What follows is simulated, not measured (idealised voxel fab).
process module | voxel local oxidation
cross-section cut | 255 nm wide | cells 5 nm
A cross-section is a grid of square cells, given in bands from the top down. A band is one or more rows of cells.
Each band's line starts with the height of the band's top and of its bottom, in nm. Then come its materials from left to right, each with its width in nm. One material with "throughout" fills the band from edge to edge. "air" is empty space.
Height 0 is the level under which the wafer as received is all one material. The lowest band goes on downwards, as in "0 down".
A width such as "30 to 40" changes by the same amount from each row of cells to the next, from the band's top row to its bottom row.
"no change" after a step means that no cell of the cross-section changed.
closed voids: empty space of 8 cells or more with no open way to the top, each as width x height at its distance from the left edge, in nm
after a step's settings: what the simulator itself notes on the step
overlay nm, on a step with a mask: how far to the right of its planned place the mask lay; to the left if negative
plan
1 op RECEIVE | material Si
2 op CONFORMAL_DEP | material SiO2 | thk nm 5
3 op CONFORMAL_DEP | material SiN | thk nm 15
4 op PATTERN | tone cover | mask id ACTIVE | material resist | width nm 95 | thk nm 20 | overlay nm 0
5 op DIRECTIONAL_ETCH | etch materials SiN | depth nm 15
6 op STRIP | etch materials resist
7 op SELECTIVE_ETCH | etch materials SiO2 | depth nm 5
8 op OXIDIZE | depth nm 10
9 op STRIP | etch materials SiN
as received, after step 1
  0 down: Si throughout
  closed voids: none
a wafer at the end: this start, this plan, one mistake
  5 to 0: air 85 | SiO2 85 | air 85
  0 to -5: SiO2 90 | Si 75 | SiO2 90
  -5 down: Si throughout
  closed voids: none
what went wrong: step 8 ran as: op OXIDIZE | depth nm 5
